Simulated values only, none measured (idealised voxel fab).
The document below concerns the process module designated voxel fin reveal.
FYI the section here is cut, 265 nm wide, cells are 5 nm squares.
Just so we're on the same page, the cross-sections are grids of square cells, and they're listed out in bands top to bottom, each band one or more rows deep.
Band: top height; bottom height; in nm. Then, left to right: material with width in nm, for each material. "throughout": a single material spanning edge to edge. "air": empty space.
All heights in this document are referenced to 0, defined as the level beneath which the wafer, as received, consists entirely of one material. The lowest band is not bounded below; it extends indefinitely downward and is written in the form "top 0, no bottom".
Note: "30->40" means the width goes from the first number (top row of the band) to the second number (bottom row) in equal steps per row of cells.
A step reported as "remained the same" is a step in which no cell of the cross-section changed.
"Completely enclosed voids" means: voids of 8 cells or more that are shut off from the top with no open way through. Written width x height at distance, distance from the left edge, in nm.
Anything after a step's settings on that line? It's the simulator's own note about the step.
overlay nm: step with mask; distance mask lay right of planned place; negative value = left of planned place.

Process steps (planned):
1. RECEIVE,material Si
2. CONFORMAL_DEP,material SiN,thk nm 5
3. PATTERN,tone cover,mask id FINS,material resist,width nm 15,pitch nm 45,thk nm 15,overlay nm 0
4. DIRECTIONAL_ETCH,etch materials SiN,depth nm 5
5. DIRECTIONAL_ETCH,etch materials Si,depth nm 30
6. STRIP,etch materials resist
7. OXIDIZE,depth nm 5
8. FILL_DEP,material SiO2,thk nm 15
9. CMP,height nm 5
10. SELECTIVE_ETCH,etch materials SiO2,depth nm 15
11. STRIP,etch materials SiN
12. CONFORMAL_DEP,material SiO2,thk nm 5

First of two wafers: run as planned:

Incoming wafer, cross-sectional view, post step 1:
* top 0, no bottom  Si throughout
* Completely enclosed voids: none

Cross-section of the wafer after step 2:
* top 5, bottom 0  SiN throughout
* Beneath the level 0, the cross-section is identical to its previous state.

Cross-section of the wafer after step 3:
* top 20, bottom 5  air=55, then resist=15, then air=30, then resist=15, then air=30, then resist=15, then air=30, then resist=15, then air=60
* Beneath the level 5, the cross-section is identical to its previous state.

Cross-section of the wafer after step 4:
* top 20, bottom 5  air=55, then resist=15, then air=30, then resist=15, then air=30, then resist=15, then air=30, then resist=15, then air=60
* top 5, bottom 0  air=55, then SiN=15, then air=30, then SiN=15, then air=30, then SiN=15, then air=30, then SiN=15, then air=60
* Beneath the level 0, the cross-section is identical to its previous state.

Cross-section of the wafer after step 5:
* top 20, bottom 5  air=55, then resist=15, then air=30, then resist=15, then air=30, then resist=15, then air=30, then resist=15, then air=60
* top 5, bottom 0  air=55, then SiN=15, then air=30, then SiN=15, then air=30, then SiN=15, then air=30, then SiN=15, then air=60
* top 0, bottom -30  air=55, then Si=15, then air=30, then Si=15, then air=30, then Si=15, then air=30, then Si=15, then air=60
* Beneath the level -30, the cross-section is identical to its previous state.

Cross-section of the wafer after step 6:
* top 5, bottom 0  air=55, then SiN=15, then air=30, then SiN=15, then air=30, then SiN=15, then air=30, then SiN=15, then air=60
* Beneath the level 0, the cross-section is identical to its previous state.

Cross-section of the wafer after step 7:
* top 5, bottom 0  air=55, then SiN=15, then air=30, then SiN=15, then air=30, then SiN=15, then air=30, then SiN=15, then air=60
* top 0, bottom -30  air=55, then SiO2=5, then Si=5, then SiO2=5, then air=30, then SiO2=5, then Si=5, then SiO2=5, then air=30, then SiO2=5, then Si=5, then SiO2=5, then air=30, then SiO2=5, then Si=5, then SiO2=5, then air=60
* top -30, bottom -35  SiO2=60, then Si=5, then SiO2=40, then Si=5, then SiO2=40, then Si=5, then SiO2=40, then Si=5, then SiO2=65
* Beneath the level -35, the cross-section is identical to its previous state.

Cross-section of the wafer after step 8:
* top 20, bottom 5  SiO2 throughout
* top 5, bottom 0  SiO2=55, then SiN=15, then SiO2=30, then SiN=15, then SiO2=30, then SiN=15, then SiO2=30, then SiN=15, then SiO2=60
* top 0, bottom -35  SiO2=60, then Si=5, then SiO2=40, then Si=5, then SiO2=40, then Si=5, then SiO2=40, then Si=5, then SiO2=65
* Beneath the level -35, the cross-section is identical to its previous state.

Cross-section of the wafer after step 9:
* top 5, bottom 0  SiO2=55, then SiN=15, then SiO2=30, then SiN=15, then SiO2=30, then SiN=15, then SiO2=30, then SiN=15, then SiO2=60
* Beneath the level 0, the cross-section is identical to its previous state.

Cross-section of the wafer after step 10:
* top 5, bottom 0  air=55, then SiN=15, then air=30, then SiN=15, then air=30, then SiN=15, then air=30, then SiN=15, then air=60
* top 0, bottom -10  air=60, then Si=5, then air=40, then Si=5, then air=40, then Si=5, then air=40, then Si=5, then air=65
* Beneath the level -10, the cross-section is identical to its previous state.

Cross-section of the wafer after step 11:
* top 0, bottom -10  air=60, then Si=5, then air=40, then Si=5, then air=40, then Si=5, then air=40, then Si=5, then air=65
* Beneath the level -10, the cross-section is identical to its previous state.

Cross-section of the wafer after step 12:
* top 5, bottom 0  air=55, then SiO2=15, then air=30, then SiO2=15, then air=30, then SiO2=15, then air=30, then SiO2=15, then air=60
* top 0, bottom -5  air=55, then SiO2=5, then Si=5, then SiO2=5, then air=30, then SiO2=5, then Si=5, then SiO2=5, then air=30, then SiO2=5, then Si=5, then SiO2=5, then air=30, then SiO2=5, then Si=5, then SiO2=5, then air=60
* top -5, bottom -35  SiO2=60, then Si=5, then SiO2=40, then Si=5, then SiO2=40, then Si=5, then SiO2=40, then Si=5, then SiO2=65
* Beneath the level -35, the cross-section is identical to its previous state.

Second Wafer (Identical Start and Plan, One Processing Error; Matches First Wafer Through Step 4):

Second wafer, sectioned view, at step 5's planned end time:
* top 20, bottom 5  air=55, then resist=15, then air=30, then resist=15, then air=30, then resist=15, then air=30, then resist=15, then air=60
* top 5, bottom 0  air=55, then SiN=15, then air=30, then SiN=15, then air=30, then SiN=15, then air=30, then SiN=15, then air=60
* top 0, bottom -60  air=55, then Si=15, then air=30, then Si=15, then air=30, then Si=15, then air=30, then Si=15, then air=60
* Beneath the level -60, the cross-section is identical to its previous state.

Second wafer, sectioned view, at step 6's planned end time:
* top 5, bottom 0  air=55, then SiN=15, then air=30, then SiN=15, then air=30, then SiN=15, then air=30, then SiN=15, then air=60
* Beneath the level 0, the cross-section is identical to its previous state.

Second wafer, sectioned view, at step 7's planned end time:
* top 5, bottom 0  air=55, then SiN=15, then air=30, then SiN=15, then air=30, then SiN=15, then air=30, then SiN=15, then air=60
* top 0, bottom -60  air=55, then SiO2=5, then Si=5, then SiO2=5, then air=30, then SiO2=5, then Si=5, then SiO2=5, then air=30, then SiO2=5, then Si=5, then SiO2=5, then air=30, then SiO2=5, then Si=5, then SiO2=5, then air=60
* top -60, bottom -65  SiO2=60, then Si=5, then SiO2=40, then Si=5, then SiO2=40, then Si=5, then SiO2=40, then Si=5, then SiO2=65
* Beneath the level -65, the cross-section is identical to its previous state.

Second wafer, sectioned view, at step 8's planned end time:
* top 20, bottom 5  SiO2 throughout
* top 5, bottom 0  SiO2=55, then SiN=15, then SiO2=30, then SiN=15, then SiO2=30, then SiN=15, then SiO2=30, then SiN=15, then SiO2=60
* top 0, bottom -65  SiO2=60, then Si=5, then SiO2=40, then Si=5, then SiO2=40, then Si=5, then SiO2=40, then Si=5, then SiO2=65
* Beneath the level -65, the cross-section is identical to its previous state.

Second wafer, sectioned view, at step 9's planned end time:
* top 5, bottom 0  SiO2=55, then SiN=15, then SiO2=30, then SiN=15, then SiO2=30, then SiN=15, then SiO2=30, then SiN=15, then SiO2=60
* Beneath the level 0, the cross-section is identical to its previous state.

Second wafer, sectioned view, at step 10's planned end time:
* top 5, bottom 0  air=55, then SiN=15, then air=30, then SiN=15, then air=30, then SiN=15, then air=30, then SiN=15, then air=60
* top 0, bottom -10  air=60, then Si=5, then air=40, then Si=5, then air=40, then Si=5, then air=40, then Si=5, then air=65
* Beneath the level -10, the cross-section is identical to its previous state.

Second wafer, sectioned view, at step 11's planned end time:
* top 0, bottom -10  air=60, then Si=5, then air=40, then Si=5, then air=40, then Si=5, then air=40, then Si=5, then air=65
* Beneath the level -10, the cross-section is identical to its previous state.

Second wafer, sectioned view, at step 12's planned end time:
* top 5, bottom 0  air=55, then SiO2=15, then air=30, then SiO2=15, then air=30, then SiO2=15, then air=30, then SiO2=15, then air=60
* top 0, bottom -5  air=55, then SiO2=5, then Si=5, then SiO2=5, then air=30, then SiO2=5, then Si=5, then SiO2=5, then air=30, then SiO2=5, then Si=5, then SiO2=5, then air=30, then SiO2=5, then Si=5, then SiO2=5, then air=60
* top -5, bottom -65  SiO2=60, then Si=5, then SiO2=40, then Si=5, then SiO2=40, then Si=5, then SiO2=40, then Si=5, then SiO2=65
* Beneath the level -65, the cross-section is identical to its previous state.
what went wrong: it should be noted that step 5 of the plan was executed twice
End check, counted in cells, second wafer has more or fewer of these materials than the first: Si -294, SiO2 +294
